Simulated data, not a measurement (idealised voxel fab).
You're looking at the process module voxel wiring stack.
Cross-section cut spans 265 nm and uses square cells 5 nm in size.
A cross-section is written here as square cells arranged in a grid, and it is given in bands from the top down, each band taking up one or more rows of cells. Per band: top height and bottom height in nm, followed by the left-to-right materials and their widths in nm; "throughout" marks a single material spanning edge to edge, "blank" marks empty space. Height datum 0, below which the as-received substrate wafer is one material. Lowest band open at the bottom, running downward: "0 down". The width entry "30->40" should be interpreted row by row: the top row of cells in the band takes the first number, the bottom row takes the second number, and the change between adjacent rows is uniform throughout. Where a step carries "nothing got changed", the cross-section came out of it unchanged, cell for cell. The entry titled "Closed empty spaces" provides the empty spaces that have no open way to the top, restricted to those of 8 cells or more. Each is presented as width x height at distance, the distance being measured from the left edge, with all three in nm. after a step's settings: what the simulator itself notes on the step. The line of a step may include "overlay nm". On a step with a mask, this value is how far to the right of its planned place the mask lay. A negative value means the mask lay to the left.
THE STEPS PLANNED FOR THE PROCESS ARE AS FOLLOWS
1. RECEIVE, material Si
2. CONFORMAL_DEP, material SiO2, thk nm 10
3. CONFORMAL_DEP, material SiN, thk nm 5
4. DIRECTIONAL_DEP, material lowk, thk nm 25
5. MASKED_ETCH, tone open, mask id METAL_1, width nm 20, pitch nm 40, etch materials lowk, depth nm 25, overlay nm 0
6. MASKED_ETCH, tone open, mask id METAL_1, width nm 20, pitch nm 40, etch materials SiN, depth nm 5, overlay nm 0
7. CONFORMAL_DEP, material TiN, thk nm 5
8. FILL_DEP, material W, thk nm 10
9. CMP, height nm 40
10. CONFORMAL_DEP, material SiCN, thk nm 5
11. DIRECTIONAL_DEP, material lowk, thk nm 20
12. PATTERN, tone open, mask id PLUG_1, material resist, width nm 15, thk nm 20, overlay nm 0
13. DIRECTIONAL_ETCH, etch materials lowk, depth nm 20
14. DIRECTIONAL_ETCH, etch materials SiCN, depth nm 5
15. STRIP, etch materials resist
16. EPI, material Ru, thk nm 10
17. EPI, material Ru, thk nm 10
18. EPI, material Ru, thk nm 5
19. DIRECTIONAL_DEP, material TiN, thk nm 5
20. DIRECTIONAL_DEP, material Ru, thk nm 15
21. PATTERN, tone cover, mask id METAL_2, material resist, width nm 20, pitch nm 40, thk nm 15, overlay nm 0
22. DIRECTIONAL_ETCH, etch materials Ru, depth nm 15
23. DIRECTIONAL_ETCH, etch materials TiN, depth nm 5
24. STRIP, etch materials resist
25. CONFORMAL_DEP, material SiN, thk nm 5
26. FILL_DEP, material SiO2, thk nm 10
27. CMP, height nm 85
28. CONFORMAL_DEP, material SiCN, thk nm 5
29. DIRECTIONAL_DEP, material lowk, thk nm 15
30. PATTERN, tone open, mask id PLUG_2, material resist, width nm 15, pitch nm 40, thk nm 15, overlay nm 0
31. DIRECTIONAL_ETCH, etch materials lowk, depth nm 15
32. DIRECTIONAL_ETCH, etch materials SiCN, depth nm 5
33. STRIP, etch materials resist
34. EPI, material Ru, thk nm 10
35. EPI, material Ru, thk nm 10
36. DIRECTIONAL_DEP, material TiN, thk nm 5
37. DIRECTIONAL_DEP, material W, thk nm 25
38. DIRECTIONAL_DEP, material aC, thk nm 10
39. PATTERN, tone cover, mask id METAL_3, material resist, width nm 20, pitch nm 40, thk nm 30, overlay nm 0
40. DIRECTIONAL_ETCH, etch materials aC, depth nm 10
41. STRIP, etch materials resist
42. DIRECTIONAL_ETCH, etch materials W, depth nm 25
43. DIRECTIONAL_ETCH, etch materials TiN, depth nm 5
44. STRIP, etch materials aC
45. FILL_DEP, material SiO2, thk nm 10
46. CMP, height nm 135
47. CONFORMAL_DEP, material SiCN, thk nm 5
OF TWO WAFERS, THE FIRST: RUN ACCORDING TO PLAN
WAFER CROSS-SECTION ON RECEIPT, I.E. AFTER STEP 1
* 0 down = Si throughout
* Closed empty spaces: none
CROSS-SECTION: WAFER STATE AFTER STEP 2
* 10 to 0 = SiO2 throughout
* Everything below 0 is unchanged.
CROSS-SECTION: WAFER STATE AFTER STEP 3
* 15 to 10 = SiN throughout
* Everything below 10 is unchanged.
CROSS-SECTION: WAFER STATE AFTER STEP 4
* 40 to 15 = lowk throughout
* Everything below 15 is unchanged.
CROSS-SECTION: WAFER STATE AFTER STEP 5
* 40 to 15 = 100 nm lowk; 20 nm blank; 20 nm lowk; 20 nm blank; 105 nm lowk
* Everything below 15 is unchanged.
CROSS-SECTION: WAFER STATE AFTER STEP 6
* 40 to 15 = 100 nm lowk; 20 nm blank; 20 nm lowk; 20 nm blank; 105 nm lowk
* 15 to 10 = 100 nm SiN; 20 nm blank; 20 nm SiN; 20 nm blank; 105 nm SiN
* Everything below 10 is unchanged.
CROSS-SECTION: WAFER STATE AFTER STEP 7
* 45 to 40 = 105 nm TiN; 10 nm blank; 30 nm TiN; 10 nm blank; 110 nm TiN
* 40 to 15 = 100 nm lowk; 5 nm TiN; 10 nm blank; 5 nm TiN; 20 nm lowk; 5 nm TiN; 10 nm blank; 5 nm TiN; 105 nm lowk
* 15 to 10 = 100 nm SiN; 20 nm TiN; 20 nm SiN; 20 nm TiN; 105 nm SiN
* Everything below 10 is unchanged.
CROSS-SECTION: WAFER STATE AFTER STEP 8
* 55 to 45 = W throughout
* 45 to 40 = 105 nm TiN; 10 nm W; 30 nm TiN; 10 nm W; 110 nm TiN
* 40 to 15 = 100 nm lowk; 5 nm TiN; 10 nm W; 5 nm TiN; 20 nm lowk; 5 nm TiN; 10 nm W; 5 nm TiN; 105 nm lowk
* Everything below 15 is unchanged.
CROSS-SECTION: WAFER STATE AFTER STEP 9
* 40 to 15 = 100 nm lowk; 5 nm TiN; 10 nm W; 5 nm TiN; 20 nm lowk; 5 nm TiN; 10 nm W; 5 nm TiN; 105 nm lowk
* Everything below 15 is unchanged.
CROSS-SECTION: WAFER STATE AFTER STEP 10
* 45 to 40 = SiCN throughout
* Everything below 40 is unchanged.
CROSS-SECTION: WAFER STATE AFTER STEP 11
* 65 to 45 = lowk throughout
* Everything below 45 is unchanged.
CROSS-SECTION: WAFER STATE AFTER STEP 12
* 85 to 65 = 100 nm resist; 15 nm blank; 150 nm resist
* Everything below 65 is unchanged.
CROSS-SECTION: WAFER STATE AFTER STEP 13
* 85 to 65 = 100 nm resist; 15 nm blank; 150 nm resist
* 65 to 45 = 100 nm lowk; 15 nm blank; 150 nm lowk
* Everything below 45 is unchanged.
CROSS-SECTION: WAFER STATE AFTER STEP 14
* 85 to 65 = 100 nm resist; 15 nm blank; 150 nm resist
* 65 to 45 = 100 nm lowk; 15 nm blank; 150 nm lowk
* 45 to 40 = 100 nm SiCN; 15 nm blank; 150 nm SiCN
* Everything below 40 is unchanged.
CROSS-SECTION: WAFER STATE AFTER STEP 15
* 65 to 45 = 100 nm lowk; 15 nm blank; 150 nm lowk
* Everything below 45 is unchanged.
CROSS-SECTION: WAFER STATE AFTER STEP 16
* 65 to 50 = 100 nm lowk; 15 nm blank; 150 nm lowk
* 50 to 45 = 100 nm lowk; 15 nm Ru; 150 nm lowk
* 45 to 40 = 100 nm SiCN; 15 nm Ru; 150 nm SiCN
* Everything below 40 is unchanged.
CROSS-SECTION: WAFER STATE AFTER STEP 17
* 65 to 60 = 100 nm lowk; 15 nm blank; 150 nm lowk
* 60 to 45 = 100 nm lowk; 15 nm Ru; 150 nm lowk
* Everything below 45 is unchanged.
CROSS-SECTION: WAFER STATE AFTER STEP 18
* 65 to 45 = 100 nm lowk; 15 nm Ru; 150 nm lowk
* Everything below 45 is unchanged.
CROSS-SECTION: WAFER STATE AFTER STEP 19
* 70 to 65 = TiN throughout
* Everything below 65 is unchanged.
CROSS-SECTION: WAFER STATE AFTER STEP 20
* 85 to 70 = Ru throughout
* Everything below 70 is unchanged.
CROSS-SECTION: WAFER STATE AFTER STEP 21
* 100 to 85 = 100 nm blank; 20 nm resist; 20 nm blank; 20 nm resist; 105 nm blank
* Everything below 85 is unchanged.
CROSS-SECTION: WAFER STATE AFTER STEP 22
* 100 to 85 = 100 nm blank; 20 nm resist; 20 nm blank; 20 nm resist; 105 nm blank
* 85 to 70 = 100 nm blank; 20 nm Ru; 20 nm blank; 20 nm Ru; 105 nm blank
* Everything below 70 is unchanged.
CROSS-SECTION: WAFER STATE AFTER STEP 23
* 100 to 85 = 100 nm blank; 20 nm resist; 20 nm blank; 20 nm resist; 105 nm blank
* 85 to 70 = 100 nm blank; 20 nm Ru; 20 nm blank; 20 nm Ru; 105 nm blank
* 70 to 65 = 100 nm blank; 20 nm TiN; 20 nm blank; 20 nm TiN; 105 nm blank
* Everything below 65 is unchanged.
CROSS-SECTION: WAFER STATE AFTER STEP 24
* 85 to 70 = 100 nm blank; 20 nm Ru; 20 nm blank; 20 nm Ru; 105 nm blank
* Everything below 70 is unchanged.
CROSS-SECTION: WAFER STATE AFTER STEP 25
* 90 to 85 = 95 nm blank; 30 nm SiN; 10 nm blank; 30 nm SiN; 100 nm blank
* 85 to 70 = 95 nm blank; 5 nm SiN; 20 nm Ru; 5 nm SiN; 10 nm blank; 5 nm SiN; 20 nm Ru; 5 nm SiN; 100 nm blank
* 70 to 65 = 100 nm SiN; 20 nm TiN; 20 nm SiN; 20 nm TiN; 105 nm SiN
* Everything below 65 is unchanged.
CROSS-SECTION: WAFER STATE AFTER STEP 26
* 100 to 90 = SiO2 throughout
* 90 to 85 = 95 nm SiO2; 30 nm SiN; 10 nm SiO2; 30 nm SiN; 100 nm SiO2
* 85 to 70 = 95 nm SiO2; 5 nm SiN; 20 nm Ru; 5 nm SiN; 10 nm SiO2; 5 nm SiN; 20 nm Ru; 5 nm SiN; 100 nm SiO2
* Everything below 70 is unchanged.
CROSS-SECTION: WAFER STATE AFTER STEP 27
* 85 to 70 = 95 nm SiO2; 5 nm SiN; 20 nm Ru; 5 nm SiN; 10 nm SiO2; 5 nm SiN; 20 nm Ru; 5 nm SiN; 100 nm SiO2
* Everything below 70 is unchanged.
CROSS-SECTION: WAFER STATE AFTER STEP 28
* 90 to 85 = SiCN throughout
* Everything below 85 is unchanged.
CROSS-SECTION: WAFER STATE AFTER STEP 29
* 105 to 90 = lowk throughout
* Everything below 90 is unchanged.
CROSS-SECTION: WAFER STATE AFTER STEP 30
* 120 to 105 = 100 nm resist; 15 nm blank; 25 nm resist; 15 nm blank; 110 nm resist
* Everything below 105 is unchanged.
CROSS-SECTION: WAFER STATE AFTER STEP 31
* 120 to 105 = 100 nm resist; 15 nm blank; 25 nm resist; 15 nm blank; 110 nm resist
* 105 to 90 = 100 nm lowk; 15 nm blank; 25 nm lowk; 15 nm blank; 110 nm lowk
* Everything below 90 is unchanged.
CROSS-SECTION: WAFER STATE AFTER STEP 32
* 120 to 105 = 100 nm resist; 15 nm blank; 25 nm resist; 15 nm blank; 110 nm resist
* 105 to 90 = 100 nm lowk; 15 nm blank; 25 nm lowk; 15 nm blank; 110 nm lowk
* 90 to 85 = 100 nm SiCN; 15 nm blank; 25 nm SiCN; 15 nm blank; 110 nm SiCN
* Everything below 85 is unchanged.
CROSS-SECTION: WAFER STATE AFTER STEP 33
* 105 to 90 = 100 nm lowk; 15 nm blank; 25 nm lowk; 15 nm blank; 110 nm lowk
* Everything below 90 is unchanged.
CROSS-SECTION: WAFER STATE AFTER STEP 34
* 105 to 95 = 100 nm lowk; 15 nm blank; 25 nm lowk; 15 nm blank; 110 nm lowk
* 95 to 90 = 100 nm lowk; 15 nm Ru; 25 nm lowk; 15 nm Ru; 110 nm lowk
* 90 to 85 = 100 nm SiCN; 15 nm Ru; 25 nm SiCN; 15 nm Ru; 110 nm SiCN
* Everything below 85 is unchanged.
CROSS-SECTION: WAFER STATE AFTER STEP 35
* 105 to 90 = 100 nm lowk; 15 nm Ru; 25 nm lowk; 15 nm Ru; 110 nm lowk
* Everything below 90 is unchanged.
CROSS-SECTION: WAFER STATE AFTER STEP 36
* 110 to 105 = TiN throughout
* Everything below 105 is unchanged.
CROSS-SECTION: WAFER STATE AFTER STEP 37
* 135 to 110 = W throughout
* Everything below 110 is unchanged.
CROSS-SECTION: WAFER STATE AFTER STEP 38
* 145 to 135 = aC throughout
* Everything below 135 is unchanged.
CROSS-SECTION: WAFER STATE AFTER STEP 39
* 175 to 145 = 100 nm blank; 20 nm resist; 20 nm blank; 20 nm resist; 105 nm blank
* Everything below 145 is unchanged.
CROSS-SECTION: WAFER STATE AFTER STEP 40
* 165 to 145 = 100 nm blank; 20 nm resist; 20 nm blank; 20 nm resist; 105 nm blank
* 145 to 135 = 100 nm blank; 20 nm aC; 20 nm blank; 20 nm aC; 105 nm blank
* Everything below 135 is unchanged.
CROSS-SECTION: WAFER STATE AFTER STEP 41
* 145 to 135 = 100 nm blank; 20 nm aC; 20 nm blank; 20 nm aC; 105 nm blank
* Everything below 135 is unchanged.
CROSS-SECTION: WAFER STATE AFTER STEP 42
* 145 to 135 = 100 nm blank; 20 nm aC; 20 nm blank; 20 nm aC; 105 nm blank
* 135 to 110 = 100 nm blank; 20 nm W; 20 nm blank; 20 nm W; 105 nm blank
* Everything below 110 is unchanged.
CROSS-SECTION: WAFER STATE AFTER STEP 43
* 145 to 135 = 100 nm blank; 20 nm aC; 20 nm blank; 20 nm aC; 105 nm blank
* 135 to 110 = 100 nm blank; 20 nm W; 20 nm blank; 20 nm W; 105 nm blank
* 110 to 105 = 100 nm blank; 20 nm TiN; 20 nm blank; 20 nm TiN; 105 nm blank
* Everything below 105 is unchanged.
CROSS-SECTION: WAFER STATE AFTER STEP 44
* 135 to 110 = 100 nm blank; 20 nm W; 20 nm blank; 20 nm W; 105 nm blank
* Everything below 110 is unchanged.
CROSS-SECTION: WAFER STATE AFTER STEP 45
* 145 to 135 = SiO2 throughout
* 135 to 110 = 100 nm SiO2; 20 nm W; 20 nm SiO2; 20 nm W; 105 nm SiO2
* 110 to 105 = 100 nm SiO2; 20 nm TiN; 20 nm SiO2; 20 nm TiN; 105 nm SiO2
* Everything below 105 is unchanged.
CROSS-SECTION: WAFER STATE AFTER STEP 46
* 135 to 110 = 100 nm SiO2; 20 nm W; 20 nm SiO2; 20 nm W; 105 nm SiO2
* Everything below 110 is unchanged.
CROSS-SECTION: WAFER STATE AFTER STEP 47
* 140 to 135 = SiCN throughout
* Everything below 135 is unchanged.
OKAY, SECOND WAFER. NOTHING DIFFERENT AT THE START, NOTHING DIFFERENT IN THE PLAN, JUST ONE MISTAKE SOMEWHERE IN THE RUNNING. AS FAR AS STEP 4, COUNTING THAT STEP, IT'S THE FIRST WAFER ALL OVER AGAIN
SECOND WAFER, CROSS-SECTION, PLANNED END OF STEP 5
* 40 to 15 = 105 nm lowk; 15 nm blank; 25 nm lowk; 15 nm blank; 105 nm lowk
* Everything below 15 is unchanged.
SECOND WAFER, CROSS-SECTION, PLANNED END OF STEP 6
* 40 to 15 = 105 nm lowk; 15 nm blank; 25 nm lowk; 15 nm blank; 105 nm lowk
* 15 to 10 = 105 nm SiN; 15 nm blank; 25 nm SiN; 15 nm blank; 105 nm SiN
* Everything below 10 is unchanged.
SECOND WAFER, CROSS-SECTION, PLANNED END OF STEP 7
* 45 to 40 = 110 nm TiN; 5 nm blank; 35 nm TiN; 5 nm blank; 110 nm TiN
* 40 to 15 = 105 nm lowk; 5 nm TiN; 5 nm blank; 5 nm TiN; 25 nm lowk; 5 nm TiN; 5 nm blank; 5 nm TiN; 105 nm lowk
* 15 to 10 = 105 nm SiN; 15 nm TiN; 25 nm SiN; 15 nm TiN; 105 nm SiN
* Everything below 10 is unchanged.
SECOND WAFER, CROSS-SECTION, PLANNED END OF STEP 8
* 55 to 45 = W throughout
* 45 to 40 = 110 nm TiN; 5 nm W; 35 nm TiN; 5 nm W; 110 nm TiN
* 40 to 15 = 105 nm lowk; 5 nm TiN; 5 nm W; 5 nm TiN; 25 nm lowk; 5 nm TiN; 5 nm W; 5 nm TiN; 105 nm lowk
* Everything below 15 is unchanged.
SECOND WAFER, CROSS-SECTION, PLANNED END OF STEP 9
* 40 to 15 = 105 nm lowk; 5 nm TiN; 5 nm W; 5 nm TiN; 25 nm lowk; 5 nm TiN; 5 nm W; 5 nm TiN; 105 nm lowk
* Everything below 15 is unchanged.
SECOND WAFER, CROSS-SECTION, PLANNED END OF STEP 10
* 45 to 40 = SiCN throughout
* Everything below 40 is unchanged.
SECOND WAFER, CROSS-SECTION, PLANNED END OF STEP 11
* 65 to 45 = lowk throughout
* Everything below 45 is unchanged.
SECOND WAFER, CROSS-SECTION, PLANNED END OF STEP 12
* 85 to 65 = 100 nm resist; 15 nm blank; 150 nm resist
* Everything below 65 is unchanged.
SECOND WAFER, CROSS-SECTION, PLANNED END OF STEP 13
* 85 to 65 = 100 nm resist; 15 nm blank; 150 nm resist
* 65 to 45 = 100 nm lowk; 15 nm blank; 150 nm lowk
* Everything below 45 is unchanged.
SECOND WAFER, CROSS-SECTION, PLANNED END OF STEP 14
* 85 to 65 = 100 nm resist; 15 nm blank; 150 nm resist
* 65 to 45 = 100 nm lowk; 15 nm blank; 150 nm lowk
* 45 to 40 = 100 nm SiCN; 15 nm blank; 150 nm SiCN
* Everything below 40 is unchanged.
SECOND WAFER, CROSS-SECTION, PLANNED END OF STEP 15
* 65 to 45 = 100 nm lowk; 15 nm blank; 150 nm lowk
* Everything below 45 is unchanged.
SECOND WAFER, CROSS-SECTION, PLANNED END OF STEP 16
* 65 to 50 = 100 nm lowk; 15 nm blank; 150 nm lowk
* 50 to 45 = 100 nm lowk; 15 nm Ru; 150 nm lowk
* 45 to 40 = 100 nm SiCN; 15 nm Ru; 150 nm SiCN
* Everything below 40 is unchanged.
SECOND WAFER, CROSS-SECTION, PLANNED END OF STEP 17
* 65 to 60 = 100 nm lowk; 15 nm blank; 150 nm lowk
* 60 to 45 = 100 nm lowk; 15 nm Ru; 150 nm lowk
* Everything below 45 is unchanged.
SECOND WAFER, CROSS-SECTION, PLANNED END OF STEP 18
* 65 to 45 = 100 nm lowk; 15 nm Ru; 150 nm lowk
* Everything below 45 is unchanged.
SECOND WAFER, CROSS-SECTION, PLANNED END OF STEP 19
* 70 to 65 = TiN throughout
* Everything below 65 is unchanged.
SECOND WAFER, CROSS-SECTION, PLANNED END OF STEP 20
* 85 to 70 = Ru throughout
* Everything below 70 is unchanged.
SECOND WAFER, CROSS-SECTION, PLANNED END OF STEP 21
* 100 to 85 = 100 nm blank; 20 nm resist; 20 nm blank; 20 nm resist; 105 nm blank
* Everything below 85 is unchanged.
SECOND WAFER, CROSS-SECTION, PLANNED END OF STEP 22
* 100 to 85 = 100 nm blank; 20 nm resist; 20 nm blank; 20 nm resist; 105 nm blank
* 85 to 70 = 100 nm blank; 20 nm Ru; 20 nm blank; 20 nm Ru; 105 nm blank
* Everything below 70 is unchanged.
SECOND WAFER, CROSS-SECTION, PLANNED END OF STEP 23
* 100 to 85 = 100 nm blank; 20 nm resist; 20 nm blank; 20 nm resist; 105 nm blank
* 85 to 70 = 100 nm blank; 20 nm Ru; 20 nm blank; 20 nm Ru; 105 nm blank
* 70 to 65 = 100 nm blank; 20 nm TiN; 20 nm blank; 20 nm TiN; 105 nm blank
* Everything below 65 is unchanged.
SECOND WAFER, CROSS-SECTION, PLANNED END OF STEP 24
* 85 to 70 = 100 nm blank; 20 nm Ru; 20 nm blank; 20 nm Ru; 105 nm blank
* Everything below 70 is unchanged.
SECOND WAFER, CROSS-SECTION, PLANNED END OF STEP 25
* 90 to 85 = 95 nm blank; 30 nm SiN; 10 nm blank; 30 nm SiN; 100 nm blank
* 85 to 70 = 95 nm blank; 5 nm SiN; 20 nm Ru; 5 nm SiN; 10 nm blank; 5 nm SiN; 20 nm Ru; 5 nm SiN; 100 nm blank
* 70 to 65 = 100 nm SiN; 20 nm TiN; 20 nm SiN; 20 nm TiN; 105 nm SiN
* Everything below 65 is unchanged.
SECOND WAFER, CROSS-SECTION, PLANNED END OF STEP 26
* 100 to 90 = SiO2 throughout
* 90 to 85 = 95 nm SiO2; 30 nm SiN; 10 nm SiO2; 30 nm SiN; 100 nm SiO2
* 85 to 70 = 95 nm SiO2; 5 nm SiN; 20 nm Ru; 5 nm SiN; 10 nm SiO2; 5 nm SiN; 20 nm Ru; 5 nm SiN; 100 nm SiO2
* Everything below 70 is unchanged.
SECOND WAFER, CROSS-SECTION, PLANNED END OF STEP 27
* 85 to 70 = 95 nm SiO2; 5 nm SiN; 20 nm Ru; 5 nm SiN; 10 nm SiO2; 5 nm SiN; 20 nm Ru; 5 nm SiN; 100 nm SiO2
* Everything below 70 is unchanged.
SECOND WAFER, CROSS-SECTION, PLANNED END OF STEP 28
* 90 to 85 = SiCN throughout
* Everything below 85 is unchanged.
SECOND WAFER, CROSS-SECTION, PLANNED END OF STEP 29
* 105 to 90 = lowk throughout
* Everything below 90 is unchanged.
SECOND WAFER, CROSS-SECTION, PLANNED END OF STEP 30
* 120 to 105 = 100 nm resist; 15 nm blank; 25 nm resist; 15 nm blank; 110 nm resist
* Everything below 105 is unchanged.
SECOND WAFER, CROSS-SECTION, PLANNED END OF STEP 31
* 120 to 105 = 100 nm resist; 15 nm blank; 25 nm resist; 15 nm blank; 110 nm resist
* 105 to 90 = 100 nm lowk; 15 nm blank; 25 nm lowk; 15 nm blank; 110 nm lowk
* Everything below 90 is unchanged.
SECOND WAFER, CROSS-SECTION, PLANNED END OF STEP 32
* 120 to 105 = 100 nm resist; 15 nm blank; 25 nm resist; 15 nm blank; 110 nm resist
* 105 to 90 = 100 nm lowk; 15 nm blank; 25 nm lowk; 15 nm blank; 110 nm lowk
* 90 to 85 = 100 nm SiCN; 15 nm blank; 25 nm SiCN; 15 nm blank; 110 nm SiCN
* Everything below 85 is unchanged.
SECOND WAFER, CROSS-SECTION, PLANNED END OF STEP 33
* 105 to 90 = 100 nm lowk; 15 nm blank; 25 nm lowk; 15 nm blank; 110 nm lowk
* Everything below 90 is unchanged.
SECOND WAFER, CROSS-SECTION, PLANNED END OF STEP 34
* 105 to 95 = 100 nm lowk; 15 nm blank; 25 nm lowk; 15 nm blank; 110 nm lowk
* 95 to 90 = 100 nm lowk; 15 nm Ru; 25 nm lowk; 15 nm Ru; 110 nm lowk
* 90 to 85 = 100 nm SiCN; 15 nm Ru; 25 nm SiCN; 15 nm Ru; 110 nm SiCN
* Everything below 85 is unchanged.
SECOND WAFER, CROSS-SECTION, PLANNED END OF STEP 35
* 105 to 90 = 100 nm lowk; 15 nm Ru; 25 nm lowk; 15 nm Ru; 110 nm lowk
* Everything below 90 is unchanged.
SECOND WAFER, CROSS-SECTION, PLANNED END OF STEP 36
* 110 to 105 = TiN throughout
* Everything below 105 is unchanged.
SECOND WAFER, CROSS-SECTION, PLANNED END OF STEP 37
* 135 to 110 = W throughout
* Everything below 110 is unchanged.
SECOND WAFER, CROSS-SECTION, PLANNED END OF STEP 38
* 145 to 135 = aC throughout
* Everything below 135 is unchanged.
SECOND WAFER, CROSS-SECTION, PLANNED END OF STEP 39
* 175 to 145 = 100 nm blank; 20 nm resist; 20 nm blank; 20 nm resist; 105 nm blank
* Everything below 145 is unchanged.
SECOND WAFER, CROSS-SECTION, PLANNED END OF STEP 40
* 165 to 145 = 100 nm blank; 20 nm resist; 20 nm blank; 20 nm resist; 105 nm blank
* 145 to 135 = 100 nm blank; 20 nm aC; 20 nm blank; 20 nm aC; 105 nm blank
* Everything below 135 is unchanged.
SECOND WAFER, CROSS-SECTION, PLANNED END OF STEP 41
* 145 to 135 = 100 nm blank; 20 nm aC; 20 nm blank; 20 nm aC; 105 nm blank
* Everything below 135 is unchanged.
SECOND WAFER, CROSS-SECTION, PLANNED END OF STEP 42
* 145 to 135 = 100 nm blank; 20 nm aC; 20 nm blank; 20 nm aC; 105 nm blank
* 135 to 110 = 100 nm blank; 20 nm W; 20 nm blank; 20 nm W; 105 nm blank
* Everything below 110 is unchanged.
SECOND WAFER, CROSS-SECTION, PLANNED END OF STEP 43
* 145 to 135 = 100 nm blank; 20 nm aC; 20 nm blank; 20 nm aC; 105 nm blank
* 135 to 110 = 100 nm blank; 20 nm W; 20 nm blank; 20 nm W; 105 nm blank
* 110 to 105 = 100 nm blank; 20 nm TiN; 20 nm blank; 20 nm TiN; 105 nm blank
* Everything below 105 is unchanged.
SECOND WAFER, CROSS-SECTION, PLANNED END OF STEP 44
* 135 to 110 = 100 nm blank; 20 nm W; 20 nm blank; 20 nm W; 105 nm blank
* Everything below 110 is unchanged.
SECOND WAFER, CROSS-SECTION, PLANNED END OF STEP 45
* 145 to 135 = SiO2 throughout
* 135 to 110 = 100 nm SiO2; 20 nm W; 20 nm SiO2; 20 nm W; 105 nm SiO2
* 110 to 105 = 100 nm SiO2; 20 nm TiN; 20 nm SiO2; 20 nm TiN; 105 nm SiO2
* Everything below 105 is unchanged.
SECOND WAFER, CROSS-SECTION, PLANNED END OF STEP 46
* 135 to 110 = 100 nm SiO2; 20 nm W; 20 nm SiO2; 20 nm W; 105 nm SiO2
* Everything below 110 is unchanged.
SECOND WAFER, CROSS-SECTION, PLANNED END OF STEP 47
* 140 to 135 = SiCN throughout
* Everything below 135 is unchanged.
In executing the process, a mistake was made relative to the plan: planned and actual differ for step 5; actual: MASKED_ETCH, tone open, mask id METAL_1, width nm 15, pitch nm 40, etch materials lowk, depth nm 25, overlay nm 0
Wafer comparison, final, in cells, second relative to first, materials more or fewer: 2 more of SiN | 2 fewer of TiN | 10 fewer of W | 10 more of lowk
